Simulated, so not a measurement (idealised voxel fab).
process module | voxel ribs on slabs
cross-section cut | 210 nm wide | cells 5 nm
A cross-section is a grid of square cells, given in bands from the top down. A band is one or more rows of cells.
Each band's line starts with the height of the band's top and of its bottom, in nm. Then come its materials from left to right, each with its width in nm. One material with "throughout" fills the band from edge to edge. "air" is empty space.
Height 0 is the level under which the wafer as received is all one material. The lowest band goes on downwards, as in "0 down".
A width such as "30 to 40" changes by the same amount from each row of cells to the next, from the band's top row to its bottom row.
"no change" after a step means that no cell of the cross-section changed.
closed voids: empty space of 8 cells or more with no open way to the top, each as width x height at its distance from the left edge, in nm
after a step's settings: what the simulator itself notes on the step
overlay nm, on a step with a mask: how far to the right of its planned place the mask lay; to the left if negative
plan
1 op RECEIVE | material Si
2 op DIRECTIONAL_DEP | material SiO2 | thk nm 25
3 op DIRECTIONAL_DEP | material SiN | thk nm 25
4 op DIRECTIONAL_DEP | material aC | thk nm 10
5 op PATTERN | tone cover | mask id RIB | material resist | width nm 15 | thk nm 25 | overlay nm 0
6 op DIRECTIONAL_ETCH | etch materials aC | depth nm 10
7 op STRIP | etch materials resist
8 op DIRECTIONAL_ETCH | etch materials SiN | depth nm 20
9 op STRIP | etch materials aC
10 op PATTERN | tone cover | mask id SLAB | material resist | width nm 45 | thk nm 15 | overlay nm 0
11 op DIRECTIONAL_ETCH | etch materials SiN | depth nm 5
12 op STRIP | etch materials resist
13 op FILL_DEP | material SiO2 | thk nm 20
14 op CMP | height nm 60
15 op DIRECTIONAL_DEP | material W | thk nm 10
16 op MASKED_ETCH | tone cover | mask id HEATER | width nm 25 | etch materials W | depth nm 10 | overlay nm 0
17 op CONFORMAL_DEP | material SiO2 | thk nm 5
first wafer, as planned
as received, after step 1
  0 down: Si throughout
  closed voids: none
after step 2
  25 to 0: SiO2 throughout
  below 0: unchanged
after step 3
  50 to 25: SiN throughout
  below 25: unchanged
after step 4
  60 to 50: aC throughout
  below 50: unchanged
after step 5
  85 to 60: air 95 | resist 15 | air 100
  below 60: unchanged
after step 6
  75 to 60: air 95 | resist 15 | air 100
  60 to 50: air 95 | aC 15 | air 100
  below 50: unchanged
after step 7
  60 to 50: air 95 | aC 15 | air 100
  below 50: unchanged
after step 8
  60 to 50: air 95 | aC 15 | air 100
  50 to 30: air 95 | SiN 15 | air 100
  below 30: unchanged
after step 9
  50 to 30: air 95 | SiN 15 | air 100
  below 30: unchanged
after step 10
  65 to 50: air 80 | resist 45 | air 85
  50 to 30: air 80 | resist 15 | SiN 15 | resist 15 | air 85
  below 30: unchanged
after step 11
  65 to 50: air 80 | resist 45 | air 85
  50 to 30: air 80 | resist 15 | SiN 15 | resist 15 | air 85
  30 to 25: air 80 | SiN 45 | air 85
  below 25: unchanged
after step 12
  50 to 30: air 95 | SiN 15 | air 100
  below 30: unchanged
after step 13
  70 to 50: SiO2 throughout
  50 to 30: SiO2 95 | SiN 15 | SiO2 100
  30 to 25: SiO2 80 | SiN 45 | SiO2 85
  below 25: unchanged
after step 14
  60 to 50: SiO2 throughout
  below 50: unchanged
after step 15
  70 to 60: W throughout
  below 60: unchanged
after step 16
  70 to 60: air 90 | W 25 | air 95
  below 60: unchanged
after step 17
  75 to 70: air 85 | SiO2 35 | air 90
  70 to 65: air 85 | SiO2 5 | W 25 | SiO2 5 | air 90
  65 to 60: SiO2 90 | W 25 | SiO2 95
  below 60: unchanged
second wafer: like start, like plan, one mistake. Through step 16 it matches the first wafer
when step 17 should have ended: no change
what went wrong: step 17 was left out
at the end the second wafer has, in cells: 46 fewer of SiO2
